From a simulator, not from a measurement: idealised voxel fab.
Process module under the name voxel gate over fins
Section shown: cut. Width: 165 nm. Cell size: 5 nm, square.
A cross-section is a grid of square cells, given in bands from the top down. A band is one or more rows of cells.
Basically the band line says how high the top is and how high the bottom is, in nm, and then what's in it from left to right, every material with its width in nm. Empty space shows up as "air", and if a single material carries "edge to edge" it runs the full band edge to edge.
Basically, 0 is our baseline, since under it the wafer straight out of the box is all one material. The bottom band has no lower end and keeps on going down, so it looks like "0..down".
Width: "30 to 40" (first number = top row, second number = bottom row, same change from row to row of cells).
"no change occurred", as given for a step, is the statement that not any cell of the cross-section underwent a change during that step.
Any empty space of 8 cells or more lacking an open way to the top shows up in "Enclosed cavities" as width x height at distance, distance from the left edge, in nm.
Note: text after step settings on the step line = simulator remark on that step.
If you see "overlay nm" on a step's line and that step has a mask, it's telling you how far right of where it was planned the mask ended up; a negative number means it went left instead.

So here's the lineup of process steps we planned
1: RECEIVE (material Si)
2: CONFORMAL_DEP (material SiN; thk nm 10)
3: PATTERN (tone cover; mask id FINS; material resist; width nm 15; pitch nm 60; thk nm 20; overlay nm 0)
4: DIRECTIONAL_ETCH (etch materials SiN; depth nm 10)
5: DIRECTIONAL_ETCH (etch materials Si; depth nm 30)
6: STRIP (etch materials resist)
7: FILL_DEP (material SiO2; thk nm 10)
8: CMP (height nm 10)
9: DIRECTIONAL_DEP (material aC; thk nm 15)
10: PATTERN (tone open; mask id RAIL; material resist; width nm 15; thk nm 30; overlay nm 0)
11: DIRECTIONAL_ETCH (etch materials aC; depth nm 15)
12: STRIP (etch materials resist)
13: DIRECTIONAL_ETCH (etch materials SiO2; depth nm 35)
14: STRIP (etch materials aC)
15: CONFORMAL_DEP (material TiN; thk nm 5)
16: FILL_DEP (material Ru; thk nm 10)
17: CMP (height nm 10)
18: SELECTIVE_ETCH (etch materials W Ru TiN; depth nm 30)
19: FILL_DEP (material SiO2; thk nm 5)
20: CMP (height nm 10)
21: SELECTIVE_ETCH (etch materials SiO2; depth nm 20)
22: STRIP (etch materials SiN)
23: CONFORMAL_DEP (material HfO2; thk nm 5)
24: CONFORMAL_DEP (material TiN; thk nm 5)
25: FILL_DEP (material W; thk nm 10)
26: CMP (height nm 15)
27: CONFORMAL_DEP (material SiCN; thk nm 5)

The cross-section here shows the wafer as received, i.e. in its state after step 1
> 0..down: Si edge to edge
> Enclosed cavities: none

Run as planned - first of the two wafers cross-sectioned at the end of the module
> 20..15: SiCN edge to edge
> 15..10: W edge to edge
> 10..5: W 35 nm, then TiN 35 nm, then W 25 nm, then TiN 35 nm, then W 35 nm
> 5..0: W 35 nm, then TiN 5 nm, then HfO2 25 nm, then TiN 5 nm, then W 25 nm, then TiN 5 nm, then HfO2 25 nm, then TiN 5 nm, then W 35 nm
> 0..-5: TiN 40 nm, then HfO2 5 nm, then Si 15 nm, then HfO2 5 nm, then TiN 35 nm, then HfO2 5 nm, then Si 15 nm, then HfO2 5 nm, then TiN 40 nm
> -5..-10: HfO2 45 nm, then Si 15 nm, then HfO2 45 nm, then Si 15 nm, then HfO2 45 nm
> -10..-20: SiO2 45 nm, then Si 15 nm, then SiO2 45 nm, then Si 15 nm, then SiO2 45 nm
> -20..-25: SiO2 45 nm, then Si 15 nm, then SiO2 15 nm, then TiN 15 nm, then SiO2 15 nm, then Si 15 nm, then SiO2 45 nm
> -25..-30: SiO2 45 nm, then Si 15 nm, then SiO2 45 nm, then Si 15 nm, then SiO2 45 nm
> -30..down: Si edge to edge
> Enclosed cavities: none

This cross-section belongs to the second wafer of two at the end of the module; the start and the plan were shared with the first, and the run included one mistake
> 20..15: SiCN edge to edge
> 15..10: W edge to edge
> 10..5: W 30 nm, then TiN 45 nm, then W 15 nm, then TiN 45 nm, then W 30 nm
> 5..0: W 30 nm, then TiN 5 nm, then HfO2 35 nm, then TiN 5 nm, then W 15 nm, then TiN 5 nm, then HfO2 35 nm, then TiN 5 nm, then W 30 nm
> 0..-5: TiN 35 nm, then HfO2 5 nm, then Si 25 nm, then HfO2 5 nm, then TiN 25 nm, then HfO2 5 nm, then Si 25 nm, then HfO2 5 nm, then TiN 35 nm
> -5..-10: HfO2 40 nm, then Si 25 nm, then HfO2 35 nm, then Si 25 nm, then HfO2 40 nm
> -10..-20: SiO2 40 nm, then Si 25 nm, then SiO2 35 nm, then Si 25 nm, then SiO2 40 nm
> -20..-25: SiO2 40 nm, then Si 25 nm, then SiO2 10 nm, then TiN 15 nm, then SiO2 10 nm, then Si 25 nm, then SiO2 40 nm
> -25..-30: SiO2 40 nm, then Si 25 nm, then SiO2 35 nm, then Si 25 nm, then SiO2 40 nm
> -30..down: Si edge to edge
> Enclosed cavities: none
In executing the process, a mistake was made relative to the plan: step 3 was run on a setting that differed from the plan, and what really ran there is PATTERN (tone cover; mask id FINS; material resist; width nm 25; pitch nm 60; thk nm 20; overlay nm 0)
Count the cells at the end and the second wafer has more or fewer of some materials than the first: +24 Si | -16 SiO2 | -8 W
